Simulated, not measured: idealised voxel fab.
process module | voxel ribs on slabs
In the cross-section labelled cut, the width is 195 nm and each square cell is 5 nm.
Notation: cross-section as square-cell grid; stated in bands, top first, going down; one or more cell rows per band. Heights first: top, then bottom, in nm. Then materials, left to right, each with a width in nm. "throughout" on a single material: fills the band edge to edge. "empty": empty space. Height datum 0, below which the as-received substrate wafer is one material. Lowest band open at the bottom, running downward: "0 -> down". Top row gets the first number, bottom row gets the second, and each row in between changes by the same step: that is how a band width like "30..40" works. When a step is marked "no modifications", none of the cells in the cross-section changed during that step. "Enclosed empty spaces": sealed empty spaces, 8 cells or more, no open way to top, listed width x height at distance, with distance from the left edge and width, height and distance in nm. On a step's line, text after the settings is the simulator commenting on that step. overlay nm: for a step with a mask, the amount by which the mask lay right of where it was planned; a negative amount means left of it.
SET OUT BELOW ARE THE PLANNED STEPS OF THE PROCESS
- 1: op RECEIVE | material Si
- 2: op DIRECTIONAL_DEP | material SiO2 | thk nm 20
- 3: op DIRECTIONAL_DEP | material SiN | thk nm 20
- 4: op PATTERN | tone cover | mask id RIB | material resist | width nm 30 | thk nm 20 | overlay nm 0
- 5: op DIRECTIONAL_ETCH | etch materials SiN | depth nm 10
- 6: op STRIP | etch materials resist
- 7: op PATTERN | tone cover | mask id SLAB | material resist | width nm 60 | thk nm 15 | overlay nm 0
- 8: op DIRECTIONAL_ETCH | etch materials SiN | depth nm 10
- 9: op STRIP | etch materials resist
- 10: op FILL_DEP | material SiO2 | thk nm 25
- 11: op CMP | height nm 55
- 12: op DIRECTIONAL_DEP | material W | thk nm 5
- 13: op PATTERN | tone cover | mask id HEATER | material resist | width nm 40 | thk nm 20 | overlay nm 0
- 14: op DIRECTIONAL_ETCH | etch materials W | depth nm 5
- 15: op STRIP | etch materials resist
- 16: op CONFORMAL_DEP | material SiN | thk nm 5
AS RECEIVED, AFTER STEP 1
    0 -> down | Si throughout
    Enclosed empty spaces: none
FIRST OF TWO WAFERS AT THE END OF THE MODULE, SHOWN IN CROSS-SECTION; RUN CARRIED OUT AS PLANNED
    65 -> 60 | empty: 70, then SiN: 50, then empty: 75
    60 -> 55 | SiN: 75, then W: 40, then SiN: 80
    55 -> 40 | SiO2 throughout
    40 -> 30 | SiO2: 80, then SiN: 30, then SiO2: 85
    30 -> 20 | SiO2: 65, then SiN: 60, then SiO2: 70
    20 -> 0 | SiO2 throughout
    0 -> down | Si throughout
    Enclosed empty spaces: none
SO THIS IS WAFER NUMBER TWO OF THE TWO, CUT AT THE END OF THE MODULE - IT STARTED WHERE THE FIRST DID AND HAD THE SAME PLAN, WE JUST GOT ONE THING WRONG RUNNING IT
    65 -> 60 | empty: 70, then SiN: 50, then empty: 75
    60 -> 55 | SiN: 75, then W: 40, then SiN: 80
    55 -> 40 | SiO2 throughout
    40 -> 25 | SiO2: 80, then SiN: 30, then SiO2: 85
    25 -> 20 | SiO2: 65, then SiN: 60, then SiO2: 70
    20 -> 0 | SiO2 throughout
    0 -> down | Si throughout
    Enclosed empty spaces: none
What was done differently from what was planned? off-plan run, step 5, actual operation and settings op DIRECTIONAL_ETCH | etch materials SiN | depth nm 15
It is noted that, at the conclusion of processing, the second wafer exhibits a higher or lower cell count for certain materials relative to the first: -6 SiN; +6 SiO2
